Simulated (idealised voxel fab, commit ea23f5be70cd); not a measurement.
The process module presented herein is designated voxel gate over fins.
In the cross-section labelled cut, the width is 200 nm and each square cell is 5 nm.
Reading order for cross-sections: top band down to bottom band. Underlying form: a grid of square cells. Band size: one or more rows of cells. Band: top height; bottom height; in nm. Then, left to right: material with width in nm, for each material. "full width": a single material spanning edge to edge. "blank": empty space. Heads up on the height convention: 0 is the point under which the incoming wafer is all one material, and the lowest band has no bottom, it just keeps going down, like "0..down". Width: "30 to 40" (first number = top row, second number = bottom row, same change from row to row of cells). Step note "no modifications" = no cross-section cell changed. What "Closed void table" gives you is every empty space of 8 cells or more that is cut off from the top. Each appears as width x height at distance, with the distance taken from the left edge and width, height and distance all in nm. On a step's line, text after the settings is the simulator commenting on that step. The line of a step may include "overlay nm". On a step with a mask, this value is how far to the right of its planned place the mask lay. A negative value means the mask lay to the left.
Process steps - plan:
| 1 | RECEIVE [material Si] |
| 2 | CONFORMAL_DEP [material SiN] [thk nm 10] |
| 3 | PATTERN [tone cover] [mask id FINS] [material resist] [width nm 15] [pitch nm 35] [thk nm 15] [overlay nm 0] |
| 4 | DIRECTIONAL_ETCH [etch materials SiN] [depth nm 10] |
| 5 | DIRECTIONAL_ETCH [etch materials Si] [depth nm 40] |
| 6 | STRIP [etch materials resist] |
| 7 | OXIDIZE [depth nm 5] |
| 8 | FILL_DEP [material SiO2] [thk nm 5] |
| 9 | CMP [height nm 10] |
| 10 | SELECTIVE_ETCH [etch materials SiO2] [depth nm 20] |
| 11 | STRIP [etch materials SiN] |
| 12 | CONFORMAL_DEP [material HfO2] [thk nm 5] |
| 13 | CONFORMAL_DEP [material TiN] [thk nm 5] |
| 14 | FILL_DEP [material W] [thk nm 15] |
| 15 | CMP [height nm 20] |
| 16 | CONFORMAL_DEP [material SiCN] [thk nm 10] |
Cross-sectional view of the wafer in its as-received condition, corresponding to the state after step 1:
> 0..down | Si full width
> Closed void table: none
Looking at the first of two wafers in cross-section at end of module - ran to plan:
> 30..20 | SiCN full width
> 20..10 | W full width
> 10..5 | W 70  TiN 25  W 10  TiN 25  W 70
> 5..0 | W 70  TiN 5  HfO2 15  TiN 5  W 10  TiN 5  HfO2 15  TiN 5  W 70
> 0..-5 | TiN 75  HfO2 5  Si 5  HfO2 5  TiN 20  HfO2 5  Si 5  HfO2 5  TiN 75
> -5..-10 | HfO2 80  Si 5  HfO2 30  Si 5  HfO2 80
> -10..-45 | SiO2 80  Si 5  SiO2 30  Si 5  SiO2 80
> -45..down | Si full width
> Closed void table: none
What the second wafer looks like in cross-section once the module is done. Its start and its plan matched the first wafer's exactly; what differed was one mistake in how it was run:
> 20..10 | SiCN full width
> 10..5 | W 70  TiN 25  W 10  TiN 25  W 70
> 5..0 | W 70  TiN 5  HfO2 15  TiN 5  W 10  TiN 5  HfO2 15  TiN 5  W 70
> 0..-5 | TiN 75  HfO2 5  Si 5  HfO2 5  TiN 20  HfO2 5  Si 5  HfO2 5  TiN 75
> -5..-10 | HfO2 80  Si 5  HfO2 30  Si 5  HfO2 80
> -10..-45 | SiO2 80  Si 5  SiO2 30  Si 5  SiO2 80
> -45..down | Si full width
> Closed void table: none
What was done differently from what was planned? step 15 did not happen as planned, as run it was CMP [height nm 10]
Cell-count delta at end, second wafer over first, by material: W -80
